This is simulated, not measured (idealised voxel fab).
The following is a process module called voxel self aligned vias.
Pictured: cross-section cut, 225 nm wide, on a grid of 5 nm square cells.
For the purposes of this document, a cross-section shall be understood as a grid of square cells, specified as bands listed in top-to-bottom order, each band consisting of one or more rows of cells. The band entry comprises the height of the band's top followed by the height of its bottom, expressed in nm, and subsequently the band's materials from left to right, each stated together with its width in nm. Where a single material is marked with the word "all across", that material fills the band from edge to edge. The word "air" represents empty space. Heights are expressed relative to 0, this being the level below which the as-received wafer comprises one material exclusively. The lowest band is unbounded in the downward direction and is denoted as in "z 0 and below". Top row gets the first number, bottom row gets the second, and each row in between changes by the same step: that is how a band width like "30 to 40" works. Step marked "no modification"? Then no cell in the cross-section changed in it. The label "Enclosed empty spaces" introduces a list of the empty spaces, 8 cells or larger, that have no open way up to the top; each entry in it reads width x height at distance, where the distance is taken from the left edge and all three are stated in nm. On each step's line, the part that comes after the settings is the simulator's own comment on the step. When a step includes a mask, the "overlay nm" setting on its line states how far to the right of its planned place that mask lay, and negative values state how far to the left.
-- Intended process steps
| 1 | RECEIVE | material Si |
| 2 | CONFORMAL_DEP | material SiO2 | thk nm 15 |
| 3 | CONFORMAL_DEP | material SiCN | thk nm 5 |
| 4 | DIRECTIONAL_DEP | material SiO2 | thk nm 25 |
| 5 | MASKED_ETCH | tone open | mask id LINES | width nm 25 | pitch nm 55 | etch materials SiO2 | depth nm 25 | overlay nm 0 |
| 6 | CONFORMAL_DEP | material TiN | thk nm 5 |
| 7 | FILL_DEP | material W | thk nm 10 |
| 8 | CMP | height nm 45 |
| 9 | SELECTIVE_ETCH | etch materials W Ru TiN | depth nm 5 |
| 10 | FILL_DEP | material SiN | thk nm 5 |
| 11 | CMP | height nm 45 |
| 12 | DIRECTIONAL_DEP | material SiO2 | thk nm 15 |
| 13 | MASKED_ETCH | tone open | mask id VIAS | width nm 35 | pitch nm 55 | etch materials SiO2 | depth nm 15 | overlay nm 0 |
| 14 | MASKED_ETCH | tone open | mask id VIAS | width nm 35 | pitch nm 55 | etch materials SiN | depth nm 5 | overlay nm -15 |
| 15 | CONFORMAL_DEP | material TiN | thk nm 5 |
| 16 | FILL_DEP | material W | thk nm 10 |
| 17 | CMP | height nm 60 |
| 18 | CONFORMAL_DEP | material SiN | thk nm 5 |
Heads up: all these wafers start the same, and what changes between them is the overlay nm in step 14. The value you see in the plan is just what the first wafer got.
-- First wafer of several, as received: cross-section after step 1
	z 0 and below  Si all across
	Enclosed empty spaces: none
-- Where each wafer stands at the end of the module, a row apiece: cells of each material gained (+) or lost (-) since it was received, then closed voids
overlay nm -15, +45 SiCN, +49 SiN, +403 SiO2, +48 TiN, +40 W, Enclosed empty spaces: none
overlay nm -10, +45 SiCN, +47 SiN, +403 SiO2, +48 TiN, +42 W, Enclosed empty spaces: none
overlay nm -5, +45 SiCN, +45 SiN, +403 SiO2, +48 TiN, +44 W, Enclosed empty spaces: none
overlay nm 0, +45 SiCN, +45 SiN, +403 SiO2, +48 TiN, +44 W, Enclosed empty spaces: none
overlay nm 5, +45 SiCN, +45 SiN, +403 SiO2, +48 TiN, +44 W, Enclosed empty spaces: none
overlay nm 10, +45 SiCN, +47 SiN, +403 SiO2, +48 TiN, +42 W, Enclosed empty spaces: none
overlay nm 15, +45 SiCN, +49 SiN, +403 SiO2, +48 TiN, +40 W, Enclosed empty spaces: none
